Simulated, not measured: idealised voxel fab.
The following process module bears the name voxel released beams.
The width of the displayed cross-section, cut, is 270 nm; its cells are square, with a size of 5 nm.
If you're reading a cross-section in this doc, picture square cells in a grid; it comes to you as bands, top ones listed first down to the bottom, and a band can be one or more rows of cells. Basically the band line says how high the top is and how high the bottom is, in nm, and then what's in it from left to right, every material with its width in nm. Empty space shows up as "blank", and if a single material carries "edge to edge" it runs the full band edge to edge. It should be noted that heights are counted from 0, beneath which the wafer as supplied is of one material throughout, and that the lowest band possesses no lower boundary but continues downward, as written in "0 and below". Top row gets the first number, bottom row gets the second, and each row in between changes by the same step: that is how a band width like "30 to 40" works. "no modifications" -> step changed no cross-section cell. Completely enclosed voids: empty space of 8 cells or more with no open way to the top, each as width x height at its distance from the left edge, in nm. Past the settings on a step's line: simulator remark, on that step. A step line may carry the setting "overlay nm", which, for steps involving a mask, states the distance by which the mask lay to the right of its intended position; negative values denote displacement to the left. Note on reading: below, each pair holds a cross-section from before one process step and one from after it; the one from after shows only down to the lowest band that changed. Beneath the pair, the step in between is stated along with its settings. The pairs can stem from different runs of this module on the same starting wafer. Where a pair's entry headed "before" says so, and only there, that pair continues from the pair above it.

Before:
> 20 down to 5: 85 nm blank  35 nm SiO2  150 nm blank
> 5 down to 0: Al2O3 edge to edge
> 0 and below: Si edge to edge
> Completely enclosed voids: none

Post-Process Section:
> 30 down to 20: 75 nm blank  55 nm SiN  140 nm blank
> 20 down to 15: 75 nm blank  10 nm SiN  35 nm SiO2  10 nm SiN  140 nm blank
> 15 down to 5: 85 nm SiN  35 nm SiO2  150 nm SiN
> Lower than 5, everything is as it was.
> Completely enclosed voids: none
Between before and after above, the operation and settings are CONFORMAL_DEP with material SiN, thk nm 10

before: the cross-section after the pair above

Post-Process Section:
> 40 down to 30: 75 nm blank  55 nm aC  140 nm blank
> 30 down to 25: 75 nm blank  55 nm SiN  140 nm blank
> 25 down to 20: 75 nm aC  55 nm SiN  140 nm aC
> 20 down to 15: 75 nm aC  10 nm SiN  35 nm SiO2  10 nm SiN  140 nm aC
> Lower than 15, everything is as it was.
> Completely enclosed voids: none
Between before and after above, the operation and settings are DIRECTIONAL_DEP with material aC, thk nm 10

before: the cross-section after the pair above

Post-Process Section:
> 65 down to 40: 80 nm blank  105 nm resist  85 nm blank
> 40 down to 30: 75 nm blank  55 nm aC  55 nm resist  85 nm blank
> 30 down to 25: 75 nm blank  55 nm SiN  55 nm resist  85 nm blank
> Lower than 25, everything is as it was.
> Completely enclosed voids: none
Between before and after above, the operation and settings are PATTERN with tone cover, mask id BEAM, material resist, width nm 105, thk nm 25, overlay nm 0

before: the cross-section after the pair above

Post-Process Section:
> 55 down to 40: 80 nm blank  105 nm resist  85 nm blank
> 40 down to 30: 80 nm blank  50 nm aC  55 nm resist  85 nm blank
> 30 down to 25: 75 nm blank  55 nm SiN  55 nm resist  85 nm blank
> 25 down to 20: 75 nm blank  55 nm SiN  55 nm aC  85 nm blank
> 20 down to 15: 75 nm blank  10 nm SiN  35 nm SiO2  10 nm SiN  55 nm aC  85 nm blank
> Lower than 15, everything is as it was.
> Completely enclosed voids: none
Between before and after above, the operation and settings are DIRECTIONAL_ETCH with etch materials aC, depth nm 10

before: the cross-section after the pair above

Post-Process Section:
> 40 down to 30: 80 nm blank  50 nm aC  140 nm blank
> 30 down to 25: 75 nm blank  55 nm SiN  140 nm blank
> Lower than 25, everything is as it was.
> Completely enclosed voids: none
Between before and after above, the operation and settings are STRIP with etch materials resist

before: the cross-section after the pair above

Post-Process Section:
> 40 down to 30: 80 nm blank  50 nm aC  140 nm blank
> 30 down to 25: 80 nm blank  50 nm SiN  140 nm blank
> 25 down to 20: 80 nm blank  50 nm SiN  55 nm aC  85 nm blank
> 20 down to 15: 75 nm blank  10 nm SiN  35 nm SiO2  10 nm SiN  55 nm aC  85 nm blank
> 15 down to 5: 75 nm blank  10 nm SiN  35 nm SiO2  65 nm SiN  85 nm blank
> Lower than 5, everything is as it was.
> Completely enclosed voids: none
Between before and after above, the operation and settings are DIRECTIONAL_ETCH with etch materials SiN, depth nm 10

before: the cross-section after the pair above

Post-Process Section:
> 30 down to 20: 80 nm blank  50 nm SiN  140 nm blank
> 20 down to 15: 75 nm blank  10 nm SiN  35 nm SiO2  10 nm SiN  140 nm blank
> Lower than 15, everything is as it was.
> Completely enclosed voids: none
Between before and after above, the operation and settings are STRIP with etch materials aC
